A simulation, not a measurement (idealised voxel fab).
Process module name: voxel ribs on slabs
This is section cut - it's 195 nm across, gridded in 5 nm square cells.
A cross-section is a grid of square cells, given in bands from the top down. A band is one or more rows of cells.
The band entry comprises the height of the band's top followed by the height of its bottom, expressed in nm, and subsequently the band's materials from left to right, each stated together with its width in nm. Where a single material is marked with the word "all across", that material fills the band from edge to edge. The word "blank" represents empty space.
Heads up on the height convention: 0 is the point under which the incoming wafer is all one material, and the lowest band has no bottom, it just keeps going down, like "0..down".
A width given as "30 to 40" starts at the first number in the band's top row and ends at the second number in its bottom row, shifting by an equal amount at every step from row to row.
You'll sometimes find "nothing changed" written for a step, and that's the way of saying that nowhere in the cross-section did a cell change during that step.
"Fully enclosed voids": sealed empty spaces, 8 cells or more, no open way to top, listed width x height at distance, with distance from the left edge and width, height and distance in nm.
Note: text after step settings on the step line = simulator remark on that step.
When a step includes a mask, the "overlay nm" setting on its line states how far to the right of its planned place that mask lay, and negative values state how far to the left.

List of planned process steps:
1. RECEIVE with material Si
2. DIRECTIONAL_DEP with material SiO2, thk nm 25
3. DIRECTIONAL_DEP with material polySi, thk nm 15
4. DIRECTIONAL_DEP with material aC, thk nm 15
5. PATTERN with tone cover, mask id RIB, material resist, width nm 15, thk nm 35, overlay nm 0
6. DIRECTIONAL_ETCH with etch materials aC, depth nm 15
7. STRIP with etch materials resist
8. DIRECTIONAL_ETCH with etch materials polySi, depth nm 10
9. STRIP with etch materials aC
10. MASKED_ETCH with tone cover, mask id SLAB, width nm 45, etch materials polySi, depth nm 5, overlay nm 0
11. FILL_DEP with material SiO2, thk nm 20
12. CMP with height nm 50
13. DIRECTIONAL_DEP with material W, thk nm 5
14. PATTERN with tone cover, mask id HEATER, material resist, width nm 25, thk nm 15, overlay nm 0
15. DIRECTIONAL_ETCH with etch materials W, depth nm 5
16. STRIP with etch materials resist
17. CONFORMAL_DEP with material SiN, thk nm 5

Delivered wafer in cross-section: state after step 1:
	0..down | Si all across
	Fully enclosed voids: none

Cross-section, first of two wafers, end of module, run as planned:
	60..55 | blank (80); SiN (35); blank (80)
	55..50 | SiN (85); W (25); SiN (85)
	50..40 | SiO2 all across
	40..30 | SiO2 (90); polySi (15); SiO2 (90)
	30..25 | SiO2 (75); polySi (45); SiO2 (75)
	25..0 | SiO2 all across
	0..down | Si all across
	Fully enclosed voids: none

Cross-sectional view: second of two wafers, end of module; start and plan identical to the first, one mistake in running:
	60..55 | blank (80); SiN (35); blank (80)
	55..50 | SiN (85); W (25); SiN (85)
	50..40 | SiO2 all across
	40..30 | SiO2 (85); polySi (25); SiO2 (85)
	30..25 | SiO2 (75); polySi (45); SiO2 (75)
	25..0 | SiO2 all across
	0..down | Si all across
	Fully enclosed voids: none
What broke from the plan during processing? planned and actual differ for step 5; actual: PATTERN with tone cover, mask id RIB, material resist, width nm 25, thk nm 35, overlay nm 0
Final difference in cells, second wafer against first, listed per material as more or fewer: 4 fewer of SiO2; 4 more of polySi
